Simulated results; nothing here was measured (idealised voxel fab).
voxel air gaps: a process module
This is section cut - it's 235 nm across, gridded in 5 nm square cells.
In what follows, cross-sections appear as grids of square cells, described through bands that run from the top down, where every band is one or more rows of cells.
In this notation a band is specified by the heights of its top and bottom, in that order and in nm, after which its materials appear from left to right, each paired with its width in nm. The word "edge to edge" attached to a single material means that material fills the band from edge to edge; the word "air" stands for empty space.
Where do heights start? At 0: under that level the wafer as delivered is made of one material only. And the lowest band has no floor; it just carries on downward, as in "z 0 and below".
Width: "30 to 40" (first number = top row, second number = bottom row, same change from row to row of cells).
Take "changes: none" at face value: in the step it is given for, the cross-section changed in none of its cells.
For the entry "Voids lacking openings", the listed items are empty spaces with no open way to the top whose size is 8 cells or more; each item follows the pattern width x height at distance, where distance is from the left edge and all three are in nm.
Formally, on a step line, whatever follows the settings is a remark that the simulator itself makes on the step.
overlay nm: mask right of planned place by this much (step with mask). Neg. = left.
PROCESS STEPS (PLANNED)
1: RECEIVE with material Si
2: CONFORMAL_DEP with material SiO2, thk nm 15
3: CONFORMAL_DEP with material SiCN, thk nm 5
4: DIRECTIONAL_DEP with material SiO2, thk nm 35
5: MASKED_ETCH with tone open, mask id LINES, width nm 25, pitch nm 50, etch materials SiO2, depth nm 35, overlay nm 0
6: CONFORMAL_DEP with material TiN, thk nm 5
7: FILL_DEP with material W, thk nm 10
8: CMP with height nm 55
9: EPI with material Ru, thk nm 10
10: SELECTIVE_ETCH with etch materials SiO2, depth nm 45
11: CONFORMAL_DEP with material SiCN, thk nm 5
FIRST OF THE TWO WAFERS, RUN PER PLAN
HERE'S WHAT THE WAFER LOOKED LIKE IN CROSS-SECTION WHEN IT ARRIVED - THAT'S AFTER STEP 1
z 0 and below  Si edge to edge
Voids lacking openings: none
THE WAFER IN CROSS-SECTION ONCE STEP 2 IS COMPLETE
z 15 to 0  SiO2 edge to edge
Unchanged below 0.
THE WAFER IN CROSS-SECTION ONCE STEP 3 IS COMPLETE
z 20 to 15  SiCN edge to edge
Unchanged below 15.
THE WAFER IN CROSS-SECTION ONCE STEP 4 IS COMPLETE
z 55 to 20  SiO2 edge to edge
Unchanged below 20.
THE WAFER IN CROSS-SECTION ONCE STEP 5 IS COMPLETE
z 55 to 20  55 nm SiO2; 25 nm air; 25 nm SiO2; 25 nm air; 25 nm SiO2; 25 nm air; 55 nm SiO2
Unchanged below 20.
THE WAFER IN CROSS-SECTION ONCE STEP 6 IS COMPLETE
z 60 to 55  60 nm TiN; 15 nm air; 35 nm TiN; 15 nm air; 35 nm TiN; 15 nm air; 60 nm TiN
z 55 to 25  55 nm SiO2; 5 nm TiN; 15 nm air; 5 nm TiN; 25 nm SiO2; 5 nm TiN; 15 nm air; 5 nm TiN; 25 nm SiO2; 5 nm TiN; 15 nm air; 5 nm TiN; 55 nm SiO2
z 25 to 20  55 nm SiO2; 25 nm TiN; 25 nm SiO2; 25 nm TiN; 25 nm SiO2; 25 nm TiN; 55 nm SiO2
Unchanged below 20.
THE WAFER IN CROSS-SECTION ONCE STEP 7 IS COMPLETE
z 70 to 60  W edge to edge
z 60 to 55  60 nm TiN; 15 nm W; 35 nm TiN; 15 nm W; 35 nm TiN; 15 nm W; 60 nm TiN
z 55 to 25  55 nm SiO2; 5 nm TiN; 15 nm W; 5 nm TiN; 25 nm SiO2; 5 nm TiN; 15 nm W; 5 nm TiN; 25 nm SiO2; 5 nm TiN; 15 nm W; 5 nm TiN; 55 nm SiO2
Unchanged below 25.
THE WAFER IN CROSS-SECTION ONCE STEP 8 IS COMPLETE
z 55 to 25  55 nm SiO2; 5 nm TiN; 15 nm W; 5 nm TiN; 25 nm SiO2; 5 nm TiN; 15 nm W; 5 nm TiN; 25 nm SiO2; 5 nm TiN; 15 nm W; 5 nm TiN; 55 nm SiO2
Unchanged below 25.
THE WAFER IN CROSS-SECTION ONCE STEP 9 IS COMPLETE
z 65 to 55  45 nm air; 45 nm Ru; 5 nm air; 45 nm Ru; 5 nm air; 45 nm Ru; 45 nm air
Unchanged below 55.
THE WAFER IN CROSS-SECTION ONCE STEP 10 IS COMPLETE
z 65 to 55  45 nm air; 45 nm Ru; 5 nm air; 45 nm Ru; 5 nm air; 45 nm Ru; 45 nm air
z 55 to 25  55 nm air; 5 nm TiN; 15 nm W; 5 nm TiN; 25 nm air; 5 nm TiN; 15 nm W; 5 nm TiN; 25 nm air; 5 nm TiN; 15 nm W; 5 nm TiN; 55 nm air
z 25 to 20  55 nm air; 25 nm TiN; 25 nm air; 25 nm TiN; 25 nm air; 25 nm TiN; 55 nm air
Unchanged below 20.
THE WAFER IN CROSS-SECTION ONCE STEP 11 IS COMPLETE
z 70 to 65  40 nm air; 155 nm SiCN; 40 nm air
z 65 to 55  40 nm air; 5 nm SiCN; 45 nm Ru; 5 nm SiCN; 45 nm Ru; 5 nm SiCN; 45 nm Ru; 5 nm SiCN; 40 nm air
z 55 to 50  40 nm air; 15 nm SiCN; 5 nm TiN; 15 nm W; 5 nm TiN; 25 nm SiCN; 5 nm TiN; 15 nm W; 5 nm TiN; 25 nm SiCN; 5 nm TiN; 15 nm W; 5 nm TiN; 15 nm SiCN; 40 nm air
z 50 to 25  50 nm air; 5 nm SiCN; 5 nm TiN; 15 nm W; 5 nm TiN; 5 nm SiCN; 15 nm air; 5 nm SiCN; 5 nm TiN; 15 nm W; 5 nm TiN; 5 nm SiCN; 15 nm air; 5 nm SiCN; 5 nm TiN; 15 nm W; 5 nm TiN; 5 nm SiCN; 50 nm air
z 25 to 20  55 nm SiCN; 25 nm TiN; 25 nm SiCN; 25 nm TiN; 25 nm SiCN; 25 nm TiN; 55 nm SiCN
Unchanged below 20.
Voids lacking openings: 15 x 25 at 85; 15 x 25 at 135
NOTES, SECOND WAFER: START = FIRST WAFER'S, PLAN = FIRST WAFER'S, EXECUTION HAD ONE MISTAKE; HISTORY IDENTICAL TO FIRST THROUGH STEP 4
SECOND WAFER CROSS-SECTION, TAKEN AS OF THE TIME THE PLAN SETS FOR STEP 5 TO BE DONE
z 55 to 20  55 nm air; 25 nm SiO2; 25 nm air; 25 nm SiO2; 25 nm air; 25 nm SiO2; 55 nm air
Unchanged below 20.
SECOND WAFER CROSS-SECTION, TAKEN AS OF THE TIME THE PLAN SETS FOR STEP 6 TO BE DONE
z 60 to 55  50 nm air; 35 nm TiN; 15 nm air; 35 nm TiN; 15 nm air; 35 nm TiN; 50 nm air
z 55 to 25  50 nm air; 5 nm TiN; 25 nm SiO2; 5 nm TiN; 15 nm air; 5 nm TiN; 25 nm SiO2; 5 nm TiN; 15 nm air; 5 nm TiN; 25 nm SiO2; 5 nm TiN; 50 nm air
z 25 to 20  55 nm TiN; 25 nm SiO2; 25 nm TiN; 25 nm SiO2; 25 nm TiN; 25 nm SiO2; 55 nm TiN
Unchanged below 20.
SECOND WAFER CROSS-SECTION, TAKEN AS OF THE TIME THE PLAN SETS FOR STEP 7 TO BE DONE
z 70 to 60  W edge to edge
z 60 to 55  50 nm W; 35 nm TiN; 15 nm W; 35 nm TiN; 15 nm W; 35 nm TiN; 50 nm W
z 55 to 25  50 nm W; 5 nm TiN; 25 nm SiO2; 5 nm TiN; 15 nm W; 5 nm TiN; 25 nm SiO2; 5 nm TiN; 15 nm W; 5 nm TiN; 25 nm SiO2; 5 nm TiN; 50 nm W
Unchanged below 25.
SECOND WAFER CROSS-SECTION, TAKEN AS OF THE TIME THE PLAN SETS FOR STEP 8 TO BE DONE
z 55 to 25  50 nm W; 5 nm TiN; 25 nm SiO2; 5 nm TiN; 15 nm W; 5 nm TiN; 25 nm SiO2; 5 nm TiN; 15 nm W; 5 nm TiN; 25 nm SiO2; 5 nm TiN; 50 nm W
Unchanged below 25.
SECOND WAFER CROSS-SECTION, TAKEN AS OF THE TIME THE PLAN SETS FOR STEP 9 TO BE DONE
z 65 to 55  65 nm Ru; 5 nm air; 45 nm Ru; 5 nm air; 45 nm Ru; 5 nm air; 65 nm Ru
Unchanged below 55.
SECOND WAFER CROSS-SECTION, TAKEN AS OF THE TIME THE PLAN SETS FOR STEP 10 TO BE DONE
z 65 to 55  65 nm Ru; 5 nm air; 45 nm Ru; 5 nm air; 45 nm Ru; 5 nm air; 65 nm Ru
z 55 to 25  50 nm W; 5 nm TiN; 25 nm air; 5 nm TiN; 15 nm W; 5 nm TiN; 25 nm air; 5 nm TiN; 15 nm W; 5 nm TiN; 25 nm air; 5 nm TiN; 50 nm W
z 25 to 20  55 nm TiN; 25 nm air; 25 nm TiN; 25 nm air; 25 nm TiN; 25 nm air; 55 nm TiN
Unchanged below 20.
SECOND WAFER CROSS-SECTION, TAKEN AS OF THE TIME THE PLAN SETS FOR STEP 11 TO BE DONE
z 70 to 65  SiCN edge to edge
z 65 to 55  65 nm Ru; 5 nm SiCN; 45 nm Ru; 5 nm SiCN; 45 nm Ru; 5 nm SiCN; 65 nm Ru
z 55 to 50  50 nm W; 5 nm TiN; 25 nm SiCN; 5 nm TiN; 15 nm W; 5 nm TiN; 25 nm SiCN; 5 nm TiN; 15 nm W; 5 nm TiN; 25 nm SiCN; 5 nm TiN; 50 nm W
z 50 to 25  50 nm W; 5 nm TiN; 5 nm SiCN; 15 nm air; 5 nm SiCN; 5 nm TiN; 15 nm W; 5 nm TiN; 5 nm SiCN; 15 nm air; 5 nm SiCN; 5 nm TiN; 15 nm W; 5 nm TiN; 5 nm SiCN; 15 nm air; 5 nm SiCN; 5 nm TiN; 50 nm W
z 25 to 20  55 nm TiN; 25 nm SiCN; 25 nm TiN; 25 nm SiCN; 25 nm TiN; 25 nm SiCN; 55 nm TiN
Unchanged below 20.
Voids lacking openings: 15 x 25 at 60; 15 x 25 at 110; 15 x 25 at 160
Plan not followed: it should be noted that step 5 was executed with settings other than those planned, the operation and settings actually applied being MASKED_ETCH with tone cover, mask id LINES, width nm 25, pitch nm 50, etch materials SiO2, depth nm 35, overlay nm 0
Once processing is complete, comparing cell counts shows that the second wafer has more or fewer of certain materials than the first: 34 more of Ru; 4 fewer of SiCN; 17 more of TiN; 102 more of W
Closed void count at end of process - first wafer: 2; second wafer: 3.
